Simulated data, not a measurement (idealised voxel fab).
The process module that follows is named voxel gate over fins.
Displayed cross-section: cut, width of 275 nm, square cells sized 5 nm.
Cross-section, as written here: a square-cell grid given band by band from the top down, where a band holds one or more rows of cells. Top, bottom (nm), then materials left to right with widths (nm); lone material tagged "everywhere" fills the whole band edge to edge; "air" = empty space. Height reference: 0 = level under which incoming wafer is all one material. Lowest band: no bottom, runs on downward, e.g. "0 and below". A width given as "30 to 40" starts at the first number in the band's top row and ends at the second number in its bottom row, shifting by an equal amount at every step from row to row. Reading "remained the same" for a step: not a cell of the cross-section changed in it. Entry "Unvented voids". Content: empty spaces with no open connection to the top, size 8 cells or greater. Each: width x height at distance. Distance: from left edge. Unit: nm. Post-settings text on a step line: simulator's own remark regarding the step. When a step includes a mask, the "overlay nm" setting on its line states how far to the right of its planned place that mask lay, and negative values state how far to the left.

These are the steps we planned for the process
1. RECEIVE, material Si
2. CONFORMAL_DEP, material SiN, thk nm 10
3. PATTERN, tone cover, mask id FINS, material resist, width nm 15, pitch nm 50, thk nm 15, overlay nm 0
4. DIRECTIONAL_ETCH, etch materials SiN, depth nm 10
5. DIRECTIONAL_ETCH, etch materials Si, depth nm 40
6. STRIP, etch materials resist
7. OXIDIZE, depth nm 5
8. FILL_DEP, material SiO2, thk nm 5
9. CMP, height nm 10
10. DIRECTIONAL_DEP, material aC, thk nm 10
11. PATTERN, tone open, mask id RAIL, material resist, width nm 15, thk nm 30, overlay nm 0
12. DIRECTIONAL_ETCH, etch materials aC, depth nm 10
13. STRIP, etch materials resist
14. DIRECTIONAL_ETCH, etch materials SiO2, depth nm 45
15. STRIP, etch materials aC
16. CONFORMAL_DEP, material TiN, thk nm 5
17. FILL_DEP, material Ru, thk nm 5
18. CMP, height nm 10
19. SELECTIVE_ETCH, etch materials W Ru TiN, depth nm 30
20. FILL_DEP, material SiO2, thk nm 5
21. CMP, height nm 10
22. SELECTIVE_ETCH, etch materials SiO2, depth nm 20
23. STRIP, etch materials SiN
24. CONFORMAL_DEP, material HfO2, thk nm 5
25. CONFORMAL_DEP, material TiN, thk nm 5
26. CONFORMAL_DEP, material TiAl, thk nm 5
27. CONFORMAL_DEP, material TiN, thk nm 5
28. FILL_DEP, material W, thk nm 15
29. CMP, height nm 30
30. CONFORMAL_DEP, material SiCN, thk nm 5

First of two wafers, with the run carried out as planned

Shown in cross-section is the wafer as received, that is, as it stands after step 1
0 and below | Si everywhere
Unvented voids: none

after step 2
10 down to 0 | SiN everywhere
For the remainder of the cross-section, below 0, there is no change.

after step 3
25 down to 10 | air=55 | resist=15 | air=35 | resist=15 | air=35 | resist=15 | air=35 | resist=15 | air=55
For the remainder of the cross-section, below 10, there is no change.

after step 4
25 down to 10 | air=55 | resist=15 | air=35 | resist=15 | air=35 | resist=15 | air=35 | resist=15 | air=55
10 down to 0 | air=55 | SiN=15 | air=35 | SiN=15 | air=35 | SiN=15 | air=35 | SiN=15 | air=55
For the remainder of the cross-section, below 0, there is no change.

after step 5
25 down to 10 | air=55 | resist=15 | air=35 | resist=15 | air=35 | resist=15 | air=35 | resist=15 | air=55
10 down to 0 | air=55 | SiN=15 | air=35 | SiN=15 | air=35 | SiN=15 | air=35 | SiN=15 | air=55
0 down to -40 | air=55 | Si=15 | air=35 | Si=15 | air=35 | Si=15 | air=35 | Si=15 | air=55
For the remainder of the cross-section, below -40, there is no change.

after step 6
10 down to 0 | air=55 | SiN=15 | air=35 | SiN=15 | air=35 | SiN=15 | air=35 | SiN=15 | air=55
For the remainder of the cross-section, below 0, there is no change.

after step 7
10 down to 0 | air=55 | SiN=15 | air=35 | SiN=15 | air=35 | SiN=15 | air=35 | SiN=15 | air=55
0 down to -40 | air=55 | SiO2=5 | Si=5 | SiO2=5 | air=35 | SiO2=5 | Si=5 | SiO2=5 | air=35 | SiO2=5 | Si=5 | SiO2=5 | air=35 | SiO2=5 | Si=5 | SiO2=5 | air=55
-40 down to -45 | SiO2=60 | Si=5 | SiO2=45 | Si=5 | SiO2=45 | Si=5 | SiO2=45 | Si=5 | SiO2=60
For the remainder of the cross-section, below -45, there is no change.

after step 8
15 down to 10 | SiO2 everywhere
10 down to 0 | SiO2=55 | SiN=15 | SiO2=35 | SiN=15 | SiO2=35 | SiN=15 | SiO2=35 | SiN=15 | SiO2=55
0 down to -45 | SiO2=60 | Si=5 | SiO2=45 | Si=5 | SiO2=45 | Si=5 | SiO2=45 | Si=5 | SiO2=60
For the remainder of the cross-section, below -45, there is no change.

after step 9
10 down to 0 | SiO2=55 | SiN=15 | SiO2=35 | SiN=15 | SiO2=35 | SiN=15 | SiO2=35 | SiN=15 | SiO2=55
For the remainder of the cross-section, below 0, there is no change.

after step 10
20 down to 10 | aC everywhere
For the remainder of the cross-section, below 10, there is no change.

after step 11
50 down to 20 | resist=80 | air=15 | resist=180
For the remainder of the cross-section, below 20, there is no change.

after step 12
40 down to 20 | resist=80 | air=15 | resist=180
20 down to 10 | aC=80 | air=15 | aC=180
For the remainder of the cross-section, below 10, there is no change.

after step 13
20 down to 10 | aC=80 | air=15 | aC=180
For the remainder of the cross-section, below 10, there is no change.

after step 14
20 down to 10 | aC=80 | air=15 | aC=180
10 down to 0 | SiO2=55 | SiN=15 | SiO2=10 | air=15 | SiO2=10 | SiN=15 | SiO2=35 | SiN=15 | SiO2=35 | SiN=15 | SiO2=55
0 down to -35 | SiO2=60 | Si=5 | SiO2=15 | air=15 | SiO2=15 | Si=5 | SiO2=45 | Si=5 | SiO2=45 | Si=5 | SiO2=60
For the remainder of the cross-section, below -35, there is no change.

after step 15
10 down to 0 | SiO2=55 | SiN=15 | SiO2=10 | air=15 | SiO2=10 | SiN=15 | SiO2=35 | SiN=15 | SiO2=35 | SiN=15 | SiO2=55
For the remainder of the cross-section, below 0, there is no change.

after step 16
15 down to 10 | TiN=85 | air=5 | TiN=185
10 down to 0 | SiO2=55 | SiN=15 | SiO2=10 | TiN=5 | air=5 | TiN=5 | SiO2=10 | SiN=15 | SiO2=35 | SiN=15 | SiO2=35 | SiN=15 | SiO2=55
0 down to -30 | SiO2=60 | Si=5 | SiO2=15 | TiN=5 | air=5 | TiN=5 | SiO2=15 | Si=5 | SiO2=45 | Si=5 | SiO2=45 | Si=5 | SiO2=60
-30 down to -35 | SiO2=60 | Si=5 | SiO2=15 | TiN=15 | SiO2=15 | Si=5 | SiO2=45 | Si=5 | SiO2=45 | Si=5 | SiO2=60
For the remainder of the cross-section, below -35, there is no change.

after step 17
20 down to 15 | Ru everywhere
15 down to 10 | TiN=85 | Ru=5 | TiN=185
10 down to 0 | SiO2=55 | SiN=15 | SiO2=10 | TiN=5 | Ru=5 | TiN=5 | SiO2=10 | SiN=15 | SiO2=35 | SiN=15 | SiO2=35 | SiN=15 | SiO2=55
0 down to -30 | SiO2=60 | Si=5 | SiO2=15 | TiN=5 | Ru=5 | TiN=5 | SiO2=15 | Si=5 | SiO2=45 | Si=5 | SiO2=45 | Si=5 | SiO2=60
For the remainder of the cross-section, below -30, there is no change.

after step 18
10 down to 0 | SiO2=55 | SiN=15 | SiO2=10 | TiN=5 | Ru=5 | TiN=5 | SiO2=10 | SiN=15 | SiO2=35 | SiN=15 | SiO2=35 | SiN=15 | SiO2=55
For the remainder of the cross-section, below 0, there is no change.

after step 19
10 down to 0 | SiO2=55 | SiN=15 | SiO2=10 | air=15 | SiO2=10 | SiN=15 | SiO2=35 | SiN=15 | SiO2=35 | SiN=15 | SiO2=55
0 down to -20 | SiO2=60 | Si=5 | SiO2=15 | air=15 | SiO2=15 | Si=5 | SiO2=45 | Si=5 | SiO2=45 | Si=5 | SiO2=60
For the remainder of the cross-section, below -20, there is no change.

after step 20
15 down to 10 | SiO2 everywhere
10 down to 0 | SiO2=55 | SiN=15 | SiO2=35 | SiN=15 | SiO2=35 | SiN=15 | SiO2=35 | SiN=15 | SiO2=55
0 down to -20 | SiO2=60 | Si=5 | SiO2=45 | Si=5 | SiO2=45 | Si=5 | SiO2=45 | Si=5 | SiO2=60
For the remainder of the cross-section, below -20, there is no change.

after step 21
10 down to 0 | SiO2=55 | SiN=15 | SiO2=35 | SiN=15 | SiO2=35 | SiN=15 | SiO2=35 | SiN=15 | SiO2=55
For the remainder of the cross-section, below 0, there is no change.

after step 22
10 down to 0 | air=55 | SiN=15 | air=35 | SiN=15 | air=35 | SiN=15 | air=35 | SiN=15 | air=55
0 down to -10 | air=60 | Si=5 | air=45 | Si=5 | air=45 | Si=5 | air=45 | Si=5 | air=60
For the remainder of the cross-section, below -10, there is no change.

after step 23
0 down to -10 | air=60 | Si=5 | air=45 | Si=5 | air=45 | Si=5 | air=45 | Si=5 | air=60
For the remainder of the cross-section, below -10, there is no change.

after step 24
5 down to 0 | air=55 | HfO2=15 | air=35 | HfO2=15 | air=35 | HfO2=15 | air=35 | HfO2=15 | air=55
0 down to -5 | air=55 | HfO2=5 | Si=5 | HfO2=5 | air=35 | HfO2=5 | Si=5 | HfO2=5 | air=35 | HfO2=5 | Si=5 | HfO2=5 | air=35 | HfO2=5 | Si=5 | HfO2=5 | air=55
-5 down to -10 | HfO2=60 | Si=5 | HfO2=45 | Si=5 | HfO2=45 | Si=5 | HfO2=45 | Si=5 | HfO2=60
For the remainder of the cross-section, below -10, there is no change.

after step 25
10 down to 5 | air=50 | TiN=25 | air=25 | TiN=25 | air=25 | TiN=25 | air=25 | TiN=25 | air=50
5 down to 0 | air=50 | TiN=5 | HfO2=15 | TiN=5 | air=25 | TiN=5 | HfO2=15 | TiN=5 | air=25 | TiN=5 | HfO2=15 | TiN=5 | air=25 | TiN=5 | HfO2=15 | TiN=5 | air=50
0 down to -5 | TiN=55 | HfO2=5 | Si=5 | HfO2=5 | TiN=35 | HfO2=5 | Si=5 | HfO2=5 | TiN=35 | HfO2=5 | Si=5 | HfO2=5 | TiN=35 | HfO2=5 | Si=5 | HfO2=5 | TiN=55
For the remainder of the cross-section, below -5, there is no change.

after step 26
15 down to 10 | air=45 | TiAl=35 | air=15 | TiAl=35 | air=15 | TiAl=35 | air=15 | TiAl=35 | air=45
10 down to 5 | air=45 | TiAl=5 | TiN=25 | TiAl=5 | air=15 | TiAl=5 | TiN=25 | TiAl=5 | air=15 | TiAl=5 | TiN=25 | TiAl=5 | air=15 | TiAl=5 | TiN=25 | TiAl=5 | air=45
5 down to 0 | TiAl=50 | TiN=5 | HfO2=15 | TiN=5 | TiAl=25 | TiN=5 | HfO2=15 | TiN=5 | TiAl=25 | TiN=5 | HfO2=15 | TiN=5 | TiAl=25 | TiN=5 | HfO2=15 | TiN=5 | TiAl=50
For the remainder of the cross-section, below 0, there is no change.

after step 27
20 down to 15 | air=40 | TiN=45 | air=5 | TiN=45 | air=5 | TiN=45 | air=5 | TiN=45 | air=40
15 down to 10 | air=40 | TiN=5 | TiAl=35 | TiN=5 | air=5 | TiN=5 | TiAl=35 | TiN=5 | air=5 | TiN=5 | TiAl=35 | TiN=5 | air=5 | TiN=5 | TiAl=35 | TiN=5 | air=40
10 down to 5 | TiN=45 | TiAl=5 | TiN=25 | TiAl=5 | TiN=15 | TiAl=5 | TiN=25 | TiAl=5 | TiN=15 | TiAl=5 | TiN=25 | TiAl=5 | TiN=15 | TiAl=5 | TiN=25 | TiAl=5 | TiN=45
For the remainder of the cross-section, below 5, there is no change.

after step 28
35 down to 20 | W everywhere
20 down to 15 | W=40 | TiN=45 | W=5 | TiN=45 | W=5 | TiN=45 | W=5 | TiN=45 | W=40
15 down to 10 | W=40 | TiN=5 | TiAl=35 | TiN=5 | W=5 | TiN=5 | TiAl=35 | TiN=5 | W=5 | TiN=5 | TiAl=35 | TiN=5 | W=5 | TiN=5 | TiAl=35 | TiN=5 | W=40
For the remainder of the cross-section, below 10, there is no change.

after step 29
30 down to 20 | W everywhere
For the remainder of the cross-section, below 20, there is no change.

after step 30
35 down to 30 | SiCN everywhere
For the remainder of the cross-section, below 30, there is no change.

Second wafer. Start and plan as for the first. One mistake made in running. Agrees with the first up to and including step 4

Second wafer, cross-section, planned end of step 5
25 down to 10 | air=55 | resist=15 | air=35 | resist=15 | air=35 | resist=15 | air=35 | resist=15 | air=55
10 down to 0 | air=55 | SiN=15 | air=35 | SiN=15 | air=35 | SiN=15 | air=35 | SiN=15 | air=55
0 down to -35 | air=55 | Si=15 | air=35 | Si=15 | air=35 | Si=15 | air=35 | Si=15 | air=55
For the remainder of the cross-section, below -35, there is no change.

Second wafer, cross-section, planned end of step 6
10 down to 0 | air=55 | SiN=15 | air=35 | SiN=15 | air=35 | SiN=15 | air=35 | SiN=15 | air=55
For the remainder of the cross-section, below 0, there is no change.

Second wafer, cross-section, planned end of step 7
10 down to 0 | air=55 | SiN=15 | air=35 | SiN=15 | air=35 | SiN=15 | air=35 | SiN=15 | air=55
0 down to -35 | air=55 | SiO2=5 | Si=5 | SiO2=5 | air=35 | SiO2=5 | Si=5 | SiO2=5 | air=35 | SiO2=5 | Si=5 | SiO2=5 | air=35 | SiO2=5 | Si=5 | SiO2=5 | air=55
-35 down to -40 | SiO2=60 | Si=5 | SiO2=45 | Si=5 | SiO2=45 | Si=5 | SiO2=45 | Si=5 | SiO2=60
For the remainder of the cross-section, below -40, there is no change.

Second wafer, cross-section, planned end of step 8
15 down to 10 | SiO2 everywhere
10 down to 0 | SiO2=55 | SiN=15 | SiO2=35 | SiN=15 | SiO2=35 | SiN=15 | SiO2=35 | SiN=15 | SiO2=55
0 down to -40 | SiO2=60 | Si=5 | SiO2=45 | Si=5 | SiO2=45 | Si=5 | SiO2=45 | Si=5 | SiO2=60
For the remainder of the cross-section, below -40, there is no change.

Second wafer, cross-section, planned end of step 9
10 down to 0 | SiO2=55 | SiN=15 | SiO2=35 | SiN=15 | SiO2=35 | SiN=15 | SiO2=35 | SiN=15 | SiO2=55
For the remainder of the cross-section, below 0, there is no change.

Second wafer, cross-section, planned end of step 10
20 down to 10 | aC everywhere
For the remainder of the cross-section, below 10, there is no change.

Second wafer, cross-section, planned end of step 11
50 down to 20 | resist=80 | air=15 | resist=180
For the remainder of the cross-section, below 20, there is no change.

Second wafer, cross-section, planned end of step 12
40 down to 20 | resist=80 | air=15 | resist=180
20 down to 10 | aC=80 | air=15 | aC=180
For the remainder of the cross-section, below 10, there is no change.

Second wafer, cross-section, planned end of step 13
20 down to 10 | aC=80 | air=15 | aC=180
For the remainder of the cross-section, below 10, there is no change.

Second wafer, cross-section, planned end of step 14
20 down to 10 | aC=80 | air=15 | aC=180
10 down to 0 | SiO2=55 | SiN=15 | SiO2=10 | air=15 | SiO2=10 | SiN=15 | SiO2=35 | SiN=15 | SiO2=35 | SiN=15 | SiO2=55
0 down to -35 | SiO2=60 | Si=5 | SiO2=15 | air=15 | SiO2=15 | Si=5 | SiO2=45 | Si=5 | SiO2=45 | Si=5 | SiO2=60
For the remainder of the cross-section, below -35, there is no change.

Second wafer, cross-section, planned end of step 15
10 down to 0 | SiO2=55 | SiN=15 | SiO2=10 | air=15 | SiO2=10 | SiN=15 | SiO2=35 | SiN=15 | SiO2=35 | SiN=15 | SiO2=55
For the remainder of the cross-section, below 0, there is no change.

Second wafer, cross-section, planned end of step 16
15 down to 10 | TiN=85 | air=5 | TiN=185
10 down to 0 | SiO2=55 | SiN=15 | SiO2=10 | TiN=5 | air=5 | TiN=5 | SiO2=10 | SiN=15 | SiO2=35 | SiN=15 | SiO2=35 | SiN=15 | SiO2=55
0 down to -30 | SiO2=60 | Si=5 | SiO2=15 | TiN=5 | air=5 | TiN=5 | SiO2=15 | Si=5 | SiO2=45 | Si=5 | SiO2=45 | Si=5 | SiO2=60
-30 down to -35 | SiO2=60 | Si=5 | SiO2=15 | TiN=15 | SiO2=15 | Si=5 | SiO2=45 | Si=5 | SiO2=45 | Si=5 | SiO2=60
For the remainder of the cross-section, below -35, there is no change.

Second wafer, cross-section, planned end of step 17
20 down to 15 | Ru everywhere
15 down to 10 | TiN=85 | Ru=5 | TiN=185
10 down to 0 | SiO2=55 | SiN=15 | SiO2=10 | TiN=5 | Ru=5 | TiN=5 | SiO2=10 | SiN=15 | SiO2=35 | SiN=15 | SiO2=35 | SiN=15 | SiO2=55
0 down to -30 | SiO2=60 | Si=5 | SiO2=15 | TiN=5 | Ru=5 | TiN=5 | SiO2=15 | Si=5 | SiO2=45 | Si=5 | SiO2=45 | Si=5 | SiO2=60
For the remainder of the cross-section, below -30, there is no change.

Second wafer, cross-section, planned end of step 18
10 down to 0 | SiO2=55 | SiN=15 | SiO2=10 | TiN=5 | Ru=5 | TiN=5 | SiO2=10 | SiN=15 | SiO2=35 | SiN=15 | SiO2=35 | SiN=15 | SiO2=55
For the remainder of the cross-section, below 0, there is no change.

Second wafer, cross-section, planned end of step 19
10 down to 0 | SiO2=55 | SiN=15 | SiO2=10 | air=15 | SiO2=10 | SiN=15 | SiO2=35 | SiN=15 | SiO2=35 | SiN=15 | SiO2=55
0 down to -20 | SiO2=60 | Si=5 | SiO2=15 | air=15 | SiO2=15 | Si=5 | SiO2=45 | Si=5 | SiO2=45 | Si=5 | SiO2=60
For the remainder of the cross-section, below -20, there is no change.

Second wafer, cross-section, planned end of step 20
15 down to 10 | SiO2 everywhere
10 down to 0 | SiO2=55 | SiN=15 | SiO2=35 | SiN=15 | SiO2=35 | SiN=15 | SiO2=35 | SiN=15 | SiO2=55
0 down to -20 | SiO2=60 | Si=5 | SiO2=45 | Si=5 | SiO2=45 | Si=5 | SiO2=45 | Si=5 | SiO2=60
For the remainder of the cross-section, below -20, there is no change.

Second wafer, cross-section, planned end of step 21
10 down to 0 | SiO2=55 | SiN=15 | SiO2=35 | SiN=15 | SiO2=35 | SiN=15 | SiO2=35 | SiN=15 | SiO2=55
For the remainder of the cross-section, below 0, there is no change.

Second wafer, cross-section, planned end of step 22
10 down to 0 | air=55 | SiN=15 | air=35 | SiN=15 | air=35 | SiN=15 | air=35 | SiN=15 | air=55
0 down to -10 | air=60 | Si=5 | air=45 | Si=5 | air=45 | Si=5 | air=45 | Si=5 | air=60
For the remainder of the cross-section, below -10, there is no change.

Second wafer, cross-section, planned end of step 23
0 down to -10 | air=60 | Si=5 | air=45 | Si=5 | air=45 | Si=5 | air=45 | Si=5 | air=60
For the remainder of the cross-section, below -10, there is no change.

Second wafer, cross-section, planned end of step 24
5 down to 0 | air=55 | HfO2=15 | air=35 | HfO2=15 | air=35 | HfO2=15 | air=35 | HfO2=15 | air=55
0 down to -5 | air=55 | HfO2=5 | Si=5 | HfO2=5 | air=35 | HfO2=5 | Si=5 | HfO2=5 | air=35 | HfO2=5 | Si=5 | HfO2=5 | air=35 | HfO2=5 | Si=5 | HfO2=5 | air=55
-5 down to -10 | HfO2=60 | Si=5 | HfO2=45 | Si=5 | HfO2=45 | Si=5 | HfO2=45 | Si=5 | HfO2=60
For the remainder of the cross-section, below -10, there is no change.

Second wafer, cross-section, planned end of step 25
10 down to 5 | air=50 | TiN=25 | air=25 | TiN=25 | air=25 | TiN=25 | air=25 | TiN=25 | air=50
5 down to 0 | air=50 | TiN=5 | HfO2=15 | TiN=5 | air=25 | TiN=5 | HfO2=15 | TiN=5 | air=25 | TiN=5 | HfO2=15 | TiN=5 | air=25 | TiN=5 | HfO2=15 | TiN=5 | air=50
0 down to -5 | TiN=55 | HfO2=5 | Si=5 | HfO2=5 | TiN=35 | HfO2=5 | Si=5 | HfO2=5 | TiN=35 | HfO2=5 | Si=5 | HfO2=5 | TiN=35 | HfO2=5 | Si=5 | HfO2=5 | TiN=55
For the remainder of the cross-section, below -5, there is no change.

Second wafer, cross-section, planned end of step 26
15 down to 10 | air=45 | TiAl=35 | air=15 | TiAl=35 | air=15 | TiAl=35 | air=15 | TiAl=35 | air=45
10 down to 5 | air=45 | TiAl=5 | TiN=25 | TiAl=5 | air=15 | TiAl=5 | TiN=25 | TiAl=5 | air=15 | TiAl=5 | TiN=25 | TiAl=5 | air=15 | TiAl=5 | TiN=25 | TiAl=5 | air=45
5 down to 0 | TiAl=50 | TiN=5 | HfO2=15 | TiN=5 | TiAl=25 | TiN=5 | HfO2=15 | TiN=5 | TiAl=25 | TiN=5 | HfO2=15 | TiN=5 | TiAl=25 | TiN=5 | HfO2=15 | TiN=5 | TiAl=50
For the remainder of the cross-section, below 0, there is no change.

Second wafer, cross-section, planned end of step 27
20 down to 15 | air=40 | TiN=45 | air=5 | TiN=45 | air=5 | TiN=45 | air=5 | TiN=45 | air=40
15 down to 10 | air=40 | TiN=5 | TiAl=35 | TiN=5 | air=5 | TiN=5 | TiAl=35 | TiN=5 | air=5 | TiN=5 | TiAl=35 | TiN=5 | air=5 | TiN=5 | TiAl=35 | TiN=5 | air=40
10 down to 5 | TiN=45 | TiAl=5 | TiN=25 | TiAl=5 | TiN=15 | TiAl=5 | TiN=25 | TiAl=5 | TiN=15 | TiAl=5 | TiN=25 | TiAl=5 | TiN=15 | TiAl=5 | TiN=25 | TiAl=5 | TiN=45
For the remainder of the cross-section, below 5, there is no change.

Second wafer, cross-section, planned end of step 28
35 down to 20 | W everywhere
20 down to 15 | W=40 | TiN=45 | W=5 | TiN=45 | W=5 | TiN=45 | W=5 | TiN=45 | W=40
15 down to 10 | W=40 | TiN=5 | TiAl=35 | TiN=5 | W=5 | TiN=5 | TiAl=35 | TiN=5 | W=5 | TiN=5 | TiAl=35 | TiN=5 | W=5 | TiN=5 | TiAl=35 | TiN=5 | W=40
For the remainder of the cross-section, below 10, there is no change.

Second wafer, cross-section, planned end of step 29
30 down to 20 | W everywhere
For the remainder of the cross-section, below 20, there is no change.

Second wafer, cross-section, planned end of step 30
35 down to 30 | SiCN everywhere
For the remainder of the cross-section, below 30, there is no change.
Here's what went sideways: in deviation from the planned setting, step 5 was conducted as DIRECTIONAL_ETCH, etch materials Si, depth nm 35
The closing comparison, in cells, has the second wafer with more or fewer of some materials than the first: 51 more of Si | 51 fewer of SiO2
